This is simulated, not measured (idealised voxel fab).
Title: Process Module voxel quadruple lines
Section shown: cut. Width: 205 nm. Cell size: 5 nm, square.
For the purposes of this document, a cross-section shall be understood as a grid of square cells, specified as bands listed in top-to-bottom order, each band consisting of one or more rows of cells. A band entry consists of two parts. The first gives the height of the band's top and the height of its bottom, in nm. The rest lists the band's materials from left to right, each with its width in nm. A single material labelled with the word "throughout" fills the band from edge to edge, and the word "blank" marks empty space. All heights in this document are referenced to 0, defined as the level beneath which the wafer, as received, consists entirely of one material. The lowest band is not bounded below; it extends indefinitely downward and is written in the form "0 -> down". When a width is written as two numbers, as in "30 to 40", the first number is the width in the top row of cells of the band and the second is the width in its bottom row, and the width changes by the same amount from each row to the next. Key: "same as before" - step with no changed cell in the cross-section. The list in "Sealed voids" covers empty spaces of 8 cells or more that cannot reach the top through any open way, and it gives each as width x height at distance; the distance is from the left edge, and width, height and distance are in nm. On a step's line, text after the settings is the simulator commenting on that step. The "overlay nm" setting may appear on a step's line; for a step that uses a mask, it gives how far to the right of its planned position the mask lay, and a negative value indicates the left.

**Below is the list of planned process steps**
1 RECEIVE, material Si
2 CONFORMAL_DEP, material Al2O3, thk nm 5
3 DIRECTIONAL_DEP, material Ru, thk nm 15
4 DIRECTIONAL_DEP, material polySi, thk nm 15
5 DIRECTIONAL_DEP, material aC, thk nm 25
6 PATTERN, tone cover, mask id MANDREL, material resist, width nm 30, thk nm 30, overlay nm 0
7 DIRECTIONAL_ETCH, etch materials aC, depth nm 25
8 STRIP, etch materials resist
9 CONFORMAL_DEP, material SiO2, thk nm 10
10 DIRECTIONAL_ETCH, etch materials SiO2, depth nm 10
11 STRIP, etch materials aC
12 DIRECTIONAL_ETCH, etch materials polySi, depth nm 15
13 STRIP, etch materials SiO2
14 CONFORMAL_DEP, material SiCN, thk nm 10
15 DIRECTIONAL_ETCH, etch materials SiCN, depth nm 10
16 STRIP, etch materials polySi
17 DIRECTIONAL_ETCH, etch materials Ru, depth nm 15
18 STRIP, etch materials SiCN
19 FILL_DEP, material lowk, thk nm 10
20 CMP, height nm 20

**As-received wafer cross-section (after step 1)**
0 -> down  Si throughout
Sealed voids: none

**First wafer of two, sectioned at end of module; run went per plan**
20 -> 5  65 lowk, 10 Ru, 10 lowk, 10 Ru, 10 lowk, 10 Ru, 10 lowk, 10 Ru, 70 lowk
5 -> 0  Al2O3 throughout
0 -> down  Si throughout
Sealed voids: none

**Here's the second of our two wafers sectioned at module end. Same start as the first, same plan, but one mistake got made running it**
20 -> 5  55 lowk, 10 Ru, 10 lowk, 10 Ru, 10 lowk, 10 Ru, 10 lowk, 10 Ru, 80 lowk
5 -> 0  Al2O3 throughout
0 -> down  Si throughout
Sealed voids: none
It is concluded that the wafer was processed incorrectly with respect to the plan, in that step 6 off recipe, ran as PATTERN, tone cover, mask id MANDREL, material resist, width nm 30, thk nm 30, overlay nm -10
The two final wafers agree on how many cells each material fills and disagree on which cells those are.
